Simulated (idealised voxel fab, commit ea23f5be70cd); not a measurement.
Process module name: voxel transistor to metal
For reference, the cross-section in this document is cut, with width 185 nm and square cells of 5 nm.
Bands, listed from the top down, are how a cross-section gets written in this document; the cross-section itself is a grid of square cells, and a band is one or more rows of them. Each band's line starts with the height of the band's top and of its bottom, in nm. Then come its materials from left to right, each with its width in nm. One material with "everywhere" fills the band from edge to edge. "empty" is empty space. Heights are measured from 0, the level below which the as-received wafer is all one material; the lowest band has no bottom and continues downward, written as in "0..down". A width given as "30..40" starts at the first number in the band's top row and ends at the second number in its bottom row, shifting by an equal amount at every step from row to row. "nothing got changed" for a step: no cell of the cross-section changed in that step. If an empty space has no open way to the top and is at least 8 cells in size, "Closed empty spaces" lists it, written width x height at distance, where distance is measured from the left edge and every value is in nm. On each step's line, the part that comes after the settings is the simulator's own comment on the step. "overlay nm" answers the question of how far to the right of plan the mask lay on a step that has a mask, and when it is negative the answer is to the left.

### The steps planned for the process are as follows
1: RECEIVE [material Si]
2: OXIDIZE [depth nm 5]
3: CONFORMAL_DEP [material SiN] [thk nm 15]
4: MASKED_ETCH [tone cover] [mask id ACTIVE] [width nm 110] [etch materials SiN] [depth nm 15] [overlay nm 0]
5: MASKED_ETCH [tone cover] [mask id ACTIVE] [width nm 110] [etch materials SiO2] [depth nm 5] [overlay nm 0]
6: MASKED_ETCH [tone cover] [mask id ACTIVE] [width nm 110] [etch materials Si] [depth nm 30] [overlay nm 0]
7: FILL_DEP [material SiO2] [thk nm 10]
8: CMP [height nm 15]
9: SELECTIVE_ETCH [etch materials SiO2] [depth nm 5]
10: STRIP [etch materials SiN]
11: SELECTIVE_ETCH [etch materials SiO2] [depth nm 5]
12: OXIDIZE [depth nm 5]
13: DIRECTIONAL_DEP [material polySi] [thk nm 20]
14: DIRECTIONAL_DEP [material SiCN] [thk nm 15]
15: MASKED_ETCH [tone cover] [mask id GATE] [width nm 20] [etch materials SiCN] [depth nm 25] [overlay nm 0]
16: MASKED_ETCH [tone cover] [mask id GATE] [width nm 20] [etch materials polySi] [depth nm 30] [overlay nm 0]
17: CONFORMAL_DEP [material SiN] [thk nm 10]
18: DIRECTIONAL_ETCH [etch materials SiN] [depth nm 10]
19: DIRECTIONAL_ETCH [etch materials SiO2] [depth nm 5]
20: DIRECTIONAL_ETCH [etch materials Si] [depth nm 5]
21: EPI [material nSi] [thk nm 5]
22: FILL_DEP [material SiO2] [thk nm 5]
23: CMP [height nm 30]
24: DIRECTIONAL_DEP [material SiO2] [thk nm 15]
25: DIRECTIONAL_DEP [material aC] [thk nm 10]
26: PATTERN [tone open] [mask id CONTACT] [material resist] [width nm 20] [pitch nm 80] [thk nm 30] [overlay nm 0]
27: DIRECTIONAL_ETCH [etch materials aC] [depth nm 10]
28: STRIP [etch materials resist]
29: DIRECTIONAL_ETCH [etch materials SiO2] [depth nm 55]
30: STRIP [etch materials aC]
31: CONFORMAL_DEP [material TiN] [thk nm 5]
32: FILL_DEP [material Ru] [thk nm 10]
33: CMP [height nm 45]
34: CONFORMAL_DEP [material SiN] [thk nm 5]
35: DIRECTIONAL_DEP [material SiO2] [thk nm 15]
36: MASKED_ETCH [tone open] [mask id METAL_1] [width nm 20] [pitch nm 80] [etch materials SiO2] [depth nm 15] [overlay nm 0]
37: MASKED_ETCH [tone open] [mask id METAL_1] [width nm 15] [pitch nm 80] [etch materials SiN] [depth nm 5] [overlay nm 0]
38: CONFORMAL_DEP [material TiN] [thk nm 5]
39: FILL_DEP [material Cu] [thk nm 5]
40: CMP [height nm 65]
41: EPI [material Ru] [thk nm 5]
42: FILL_DEP [material SiCN] [thk nm 5]
43: DIRECTIONAL_DEP [material lowk] [thk nm 30]
44: MASKED_ETCH [tone open] [mask id METAL_2] [width nm 20] [pitch nm 80] [etch materials lowk] [depth nm 15] [overlay nm 0]
45: PATTERN [tone open] [mask id METAL_2_HOLES] [material resist] [width nm 15] [pitch nm 80] [thk nm 15] [overlay nm 0]
46: DIRECTIONAL_ETCH [etch materials lowk] [depth nm 15]
47: DIRECTIONAL_ETCH [etch materials SiCN] [depth nm 5]
48: STRIP [etch materials resist]
49: CONFORMAL_DEP [material TiN] [thk nm 5]
50: FILL_DEP [material Cu] [thk nm 10]
51: CMP [height nm 105]
52: CONFORMAL_DEP [material SiCN] [thk nm 5]
Don't read the plan's width nm for step 37 as applying to every wafer: that's the first wafer's value, and the wafers differ in it, though they all start identical.

### Cut through the first of several wafers as received, post step 1
* 0..down: Si everywhere
* Closed empty spaces: none

### First of several wafers, sectioned at end of module (last step: step 52)
* 110..105: SiCN everywhere
* 105..95: 40 nm lowk, 5 nm TiN, 10 nm Cu, 5 nm TiN, 60 nm lowk, 5 nm TiN, 10 nm Cu, 5 nm TiN, 45 nm lowk
* 95..90: 40 nm lowk, 5 nm TiN, 5 nm Cu, 10 nm TiN, 60 nm lowk, 5 nm TiN, 5 nm Cu, 10 nm TiN, 45 nm lowk
* 90..75: 40 nm lowk, 5 nm TiN, 5 nm Cu, 5 nm TiN, 65 nm lowk, 5 nm TiN, 5 nm Cu, 5 nm TiN, 50 nm lowk
* 75..70: 40 nm SiCN, 15 nm TiN, 65 nm SiCN, 15 nm TiN, 50 nm SiCN
* 70..65: 35 nm SiCN, 30 nm Ru, 50 nm SiCN, 30 nm Ru, 40 nm SiCN
* 65..55: 40 nm SiO2, 5 nm TiN, 10 nm Cu, 5 nm TiN, 60 nm SiO2, 5 nm TiN, 10 nm Cu, 5 nm TiN, 45 nm SiO2
* 55..50: 40 nm SiO2, 10 nm TiN, 5 nm Cu, 5 nm TiN, 60 nm SiO2, 10 nm TiN, 5 nm Cu, 5 nm TiN, 45 nm SiO2
* 50..45: 45 nm SiN, 15 nm TiN, 65 nm SiN, 15 nm TiN, 45 nm SiN
* 45..30: 40 nm SiO2, 5 nm TiN, 10 nm Ru, 5 nm TiN, 60 nm SiO2, 5 nm TiN, 10 nm Ru, 5 nm TiN, 45 nm SiO2
* 30..15: 40 nm SiO2, 5 nm TiN, 10 nm Ru, 5 nm TiN, 10 nm SiO2, 10 nm SiN, 20 nm SiCN, 10 nm SiN, 10 nm SiO2, 5 nm TiN, 10 nm Ru, 5 nm TiN, 45 nm SiO2
* 15..5: 40 nm SiO2, 5 nm TiN, 10 nm Ru, 5 nm TiN, 10 nm SiO2, 10 nm SiN, 20 nm polySi, 10 nm SiN, 10 nm SiO2, 5 nm TiN, 10 nm Ru, 5 nm TiN, 45 nm SiO2
* 5..-5: 30 nm SiO2, 10 nm SiN, 5..10 nm TiN, 10..5 nm Ru, 5 nm TiN, 10 nm SiO2, 10 nm SiN, 20 nm polySi, 10 nm SiN, 10 nm SiO2, 5 nm TiN, 10..5 nm Ru, 5..10 nm TiN, 10 nm SiN, 35 nm SiO2
* -5..-10: 40 nm SiO2, 5 nm nSi, 15 nm TiN, 5 nm SiO2, 5 nm nSi, 40 nm SiO2, 5 nm nSi, 5 nm SiO2, 15 nm TiN, 5 nm nSi, 45 nm SiO2
* -10..-15: 35 nm SiO2, 5 nm Si, 30 nm nSi, 40 nm Si, 30 nm nSi, 5 nm Si, 40 nm SiO2
* -15..-35: 35 nm SiO2, 110 nm Si, 40 nm SiO2
* -35..down: Si everywhere
* Closed empty spaces: none

### The module's end: a cross-section of the last wafer
* 110..105: SiCN everywhere
* 105..95: 40 nm lowk, 5 nm TiN, 10 nm Cu, 5 nm TiN, 60 nm lowk, 5 nm TiN, 10 nm Cu, 5 nm TiN, 45 nm lowk
* 95..90: 40 nm lowk, 5 nm TiN, 5 nm Cu, 10 nm TiN, 60 nm lowk, 5 nm TiN, 5 nm Cu, 10 nm TiN, 45 nm lowk
* 90..75: 40 nm lowk, 5 nm TiN, 5 nm Cu, 5 nm TiN, 65 nm lowk, 5 nm TiN, 5 nm Cu, 5 nm TiN, 50 nm lowk
* 75..70: 40 nm SiCN, 15 nm TiN, 65 nm SiCN, 15 nm TiN, 50 nm SiCN
* 70..65: 35 nm SiCN, 30 nm Ru, 50 nm SiCN, 30 nm Ru, 40 nm SiCN
* 65..50: 40 nm SiO2, 5 nm TiN, 10 nm Cu, 5 nm TiN, 60 nm SiO2, 5 nm TiN, 10 nm Cu, 5 nm TiN, 45 nm SiO2
* 50..45: 40 nm SiN, 20 nm TiN, 60 nm SiN, 20 nm TiN, 45 nm SiN
* 45..30: 40 nm SiO2, 5 nm TiN, 10 nm Ru, 5 nm TiN, 60 nm SiO2, 5 nm TiN, 10 nm Ru, 5 nm TiN, 45 nm SiO2
* 30..15: 40 nm SiO2, 5 nm TiN, 10 nm Ru, 5 nm TiN, 10 nm SiO2, 10 nm SiN, 20 nm SiCN, 10 nm SiN, 10 nm SiO2, 5 nm TiN, 10 nm Ru, 5 nm TiN, 45 nm SiO2
* 15..5: 40 nm SiO2, 5 nm TiN, 10 nm Ru, 5 nm TiN, 10 nm SiO2, 10 nm SiN, 20 nm polySi, 10 nm SiN, 10 nm SiO2, 5 nm TiN, 10 nm Ru, 5 nm TiN, 45 nm SiO2
* 5..-5: 30 nm SiO2, 10 nm SiN, 5..10 nm TiN, 10..5 nm Ru, 5 nm TiN, 10 nm SiO2, 10 nm SiN, 20 nm polySi, 10 nm SiN, 10 nm SiO2, 5 nm TiN, 10..5 nm Ru, 5..10 nm TiN, 10 nm SiN, 35 nm SiO2
* -5..-10: 40 nm SiO2, 5 nm nSi, 15 nm TiN, 5 nm SiO2, 5 nm nSi, 40 nm SiO2, 5 nm nSi, 5 nm SiO2, 15 nm TiN, 5 nm nSi, 45 nm SiO2
* -10..-15: 35 nm SiO2, 5 nm Si, 30 nm nSi, 40 nm Si, 30 nm nSi, 5 nm Si, 40 nm SiO2
* -15..-35: 35 nm SiO2, 110 nm Si, 40 nm SiO2
* -35..down: Si everywhere
* Closed empty spaces: none

### Per wafer (row), end of module: delta in cells per material since receipt, (+) for gained, (-) for lost; closed voids after that
width nm 15; +26 Cu; +50 Ru; -161 Si; +105 SiCN; +67 SiN; +415 SiO2; +100 TiN; +180 lowk; +16 nSi; +16 polySi; Closed empty spaces: none
width nm 20; +28 Cu; +50 Ru; -161 Si; +105 SiCN; +65 SiN; +415 SiO2; +100 TiN; +180 lowk; +16 nSi; +16 polySi; Closed empty spaces: none
width nm 25; +28 Cu; +50 Ru; -161 Si; +105 SiCN; +65 SiN; +415 SiO2; +100 TiN; +180 lowk; +16 nSi; +16 polySi; Closed empty spaces: none
width nm 30; +28 Cu; +50 Ru; -161 Si; +105 SiCN; +65 SiN; +415 SiO2; +100 TiN; +180 lowk; +16 nSi; +16 polySi; Closed empty spaces: none
width nm 35; +28 Cu; +50 Ru; -161 Si; +105 SiCN; +65 SiN; +415 SiO2; +100 TiN; +180 lowk; +16 nSi; +16 polySi; Closed empty spaces: none
